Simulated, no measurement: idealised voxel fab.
process module | voxel tone inversion
cross-section cut | 255 nm wide | cells 5 nm
A cross-section is a grid of square cells, given in bands from the top down. A band is one or more rows of cells.
Each band's line starts with the height of the band's top and of its bottom, in nm. Then come its materials from left to right, each with its width in nm. One material with "throughout" fills the band from edge to edge. "air" is empty space.
Height 0 is the level under which the wafer as received is all one material. The lowest band goes on downwards, as in "0 down".
A width such as "30 to 40" changes by the same amount from each row of cells to the next, from the band's top row to its bottom row.
"no change" after a step means that no cell of the cross-section changed.
closed voids: empty space of 8 cells or more with no open way to the top, each as width x height at its distance from the left edge, in nm
after a step's settings: what the simulator itself notes on the step
overlay nm, on a step with a mask: how far to the right of its planned place the mask lay; to the left if negative
plan
1 op RECEIVE | material Si
2 op CONFORMAL_DEP | material SiN | thk nm 5
3 op DIRECTIONAL_DEP | material aC | thk nm 25
4 op PATTERN | tone cover | mask id POSTS | material resist | width nm 15 | pitch nm 35 | thk nm 35 | overlay nm 0
5 op DIRECTIONAL_ETCH | etch materials aC | depth nm 25
6 op STRIP | etch materials resist
7 op FILL_DEP | material lowk | thk nm 10
8 op CMP | height nm 30
9 op STRIP | etch materials aC
10 op CONFORMAL_DEP | material TiN | thk nm 5
11 op FILL_DEP | material Cu | thk nm 10
12 op CMP | height nm 30
13 op CONFORMAL_DEP | material SiN | thk nm 5
first wafer, as planned
as received, after step 1
  0 down: Si throughout
  closed voids: none
after step 2
  5 to 0: SiN throughout
  below 0: unchanged
after step 3
  30 to 5: aC throughout
  below 5: unchanged
after step 4
  65 to 30: air 100 | resist 15 | air 20 | resist 15 | air 105
  below 30: unchanged
after step 5
  40 to 30: air 100 | resist 15 | air 20 | resist 15 | air 105
  30 to 5: air 100 | aC 15 | air 20 | aC 15 | air 105
  below 5: unchanged
after step 6
  30 to 5: air 100 | aC 15 | air 20 | aC 15 | air 105
  below 5: unchanged
after step 7
  40 to 30: lowk throughout
  30 to 5: lowk 100 | aC 15 | lowk 20 | aC 15 | lowk 105
  below 5: unchanged
after step 8
  30 to 5: lowk 100 | aC 15 | lowk 20 | aC 15 | lowk 105
  below 5: unchanged
after step 9
  30 to 5: lowk 100 | air 15 | lowk 20 | air 15 | lowk 105
  below 5: unchanged
after step 10
  35 to 30: TiN 105 | air 5 | TiN 30 | air 5 | TiN 110
  30 to 10: lowk 100 | TiN 5 | air 5 | TiN 5 | lowk 20 | TiN 5 | air 5 | TiN 5 | lowk 105
  10 to 5: lowk 100 | TiN 15 | lowk 20 | TiN 15 | lowk 105
  below 5: unchanged
after step 11
  45 to 35: Cu throughout
  35 to 30: TiN 105 | Cu 5 | TiN 30 | Cu 5 | TiN 110
  30 to 10: lowk 100 | TiN 5 | Cu 5 | TiN 5 | lowk 20 | TiN 5 | Cu 5 | TiN 5 | lowk 105
  below 10: unchanged
after step 12
  30 to 10: lowk 100 | TiN 5 | Cu 5 | TiN 5 | lowk 20 | TiN 5 | Cu 5 | TiN 5 | lowk 105
  below 10: unchanged
after step 13
  35 to 30: SiN throughout
  below 30: unchanged
second wafer: like start, like plan, one mistake. Through step 6 it matches the first wafer
when step 7 should have ended
  50 to 30: lowk throughout
  30 to 5: lowk 100 | aC 15 | lowk 20 | aC 15 | lowk 105
  below 5: unchanged
when step 8 should have ended
  30 to 5: lowk 100 | aC 15 | lowk 20 | aC 15 | lowk 105
  below 5: unchanged
when step 9 should have ended
  30 to 5: lowk 100 | air 15 | lowk 20 | air 15 | lowk 105
  below 5: unchanged
when step 10 should have ended
  35 to 30: TiN 105 | air 5 | TiN 30 | air 5 | TiN 110
  30 to 10: lowk 100 | TiN 5 | air 5 | TiN 5 | lowk 20 | TiN 5 | air 5 | TiN 5 | lowk 105
  10 to 5: lowk 100 | TiN 15 | lowk 20 | TiN 15 | lowk 105
  below 5: unchanged
when step 11 should have ended
  45 to 35: Cu throughout
  35 to 30: TiN 105 | Cu 5 | TiN 30 | Cu 5 | TiN 110
  30 to 10: lowk 100 | TiN 5 | Cu 5 | TiN 5 | lowk 20 | TiN 5 | Cu 5 | TiN 5 | lowk 105
  below 10: unchanged
when step 12 should have ended
  30 to 10: lowk 100 | TiN 5 | Cu 5 | TiN 5 | lowk 20 | TiN 5 | Cu 5 | TiN 5 | lowk 105
  below 10: unchanged
when step 13 should have ended
  35 to 30: SiN throughout
  below 30: unchanged
what went wrong: step 7 was run twice
at the end the two cross-sections are the same: no effect in what this model computes
